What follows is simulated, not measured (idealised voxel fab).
The following process module bears the name voxel lift off.
Displayed cross-section: cut, width of 250 nm, square cells sized 5 nm.
Heads up, the way a cross-section reads in here is a grid of square cells, handed over as bands from the top down, with every band being one or more rows of cells. The entry gives the band's vertical extent as a top height and a bottom height in nm, then its horizontal make-up as materials from left to right, each with a width in nm. "air" stands for empty space; a single material marked "throughout" fills the band edge to edge. Where do heights start? At 0: under that level the wafer as delivered is made of one material only. And the lowest band has no floor; it just carries on downward, as in "0 and below". Read "30..40" as a graded width: first number on top, second number at the bottom, same change between each pair of neighbouring rows. What does "stayed the same" mean for a step? It means no cell of the cross-section changed in that step. "Closed cavities" enumerates empty spaces isolated from the top, with no open way to it, that contain at least 8 cells, giving each as width x height at distance from the left edge, all three in nm. Past the settings on a step's line: simulator remark, on that step. overlay nm: on a step with a mask, how far right of its planned place the mask lay; negative means left.

Listed below are the process steps as planned:
1 RECEIVE with material Si
2 CONFORMAL_DEP with material SiN, thk nm 15
3 PATTERN with tone open, mask id LINES, material resist, width nm 30, pitch nm 50, thk nm 25, overlay nm -15
4 DIRECTIONAL_DEP with material Ru, thk nm 15
5 STRIP with etch materials resist
6 CONFORMAL_DEP with material SiCN, thk nm 10
The overlay nm used in step 3 is not the same on every wafer, whereas the starting condition is; the value printed in the plan is the first wafer's.

Here's the first of the wafers in cross-section, just as we got it, i.e. after step 1:
0 and below = Si throughout
Closed cavities: none

First of several wafers in cross-section at module end, following the final step, step 6:
40 down to 30 = 10 nm air, then 200 nm SiCN, then 40 nm air
30 down to 25 = 10 nm air, then 10 nm SiCN, then 30 nm Ru, then 20 nm SiCN, then 30 nm Ru, then 20 nm SiCN, then 30 nm Ru, then 20 nm SiCN, then 30 nm Ru, then 10 nm SiCN, then 40 nm air
25 down to 15 = 20 nm SiCN, then 30 nm Ru, then 20 nm SiCN, then 30 nm Ru, then 20 nm SiCN, then 30 nm Ru, then 20 nm SiCN, then 30 nm Ru, then 50 nm SiCN
15 down to 0 = SiN throughout
0 and below = Si throughout
Closed cavities: none

Module end, final wafer: cross-section:
40 down to 30 = 40 nm air, then 200 nm SiCN, then 10 nm air
30 down to 25 = 40 nm air, then 10 nm SiCN, then 30 nm Ru, then 20 nm SiCN, then 30 nm Ru, then 20 nm SiCN, then 30 nm Ru, then 20 nm SiCN, then 30 nm Ru, then 10 nm SiCN, then 10 nm air
25 down to 15 = 50 nm SiCN, then 30 nm Ru, then 20 nm SiCN, then 30 nm Ru, then 20 nm SiCN, then 30 nm Ru, then 20 nm SiCN, then 30 nm Ru, then 20 nm SiCN
15 down to 0 = SiN throughout
0 and below = Si throughout
Closed cavities: none

Below is a per-wafer table. In it, each row describes the wafer at the end of the module by giving, for each material, the number of cells gained (+) or lost (-) since the wafer was received, and after that the closed voids of the wafer:
overlay nm -15, +72 Ru, +148 SiCN, +150 SiN, Closed cavities: none
overlay nm -10, +72 Ru, +148 SiCN, +150 SiN, Closed cavities: none
overlay nm -5, +72 Ru, +148 SiCN, +150 SiN, Closed cavities: none
overlay nm 0, +72 Ru, +148 SiCN, +150 SiN, Closed cavities: none
overlay nm 5, +72 Ru, +148 SiCN, +150 SiN, Closed cavities: none
overlay nm 10, +72 Ru, +148 SiCN, +150 SiN, Closed cavities: none
overlay nm 15, +72 Ru, +148 SiCN, +150 SiN, Closed cavities: none
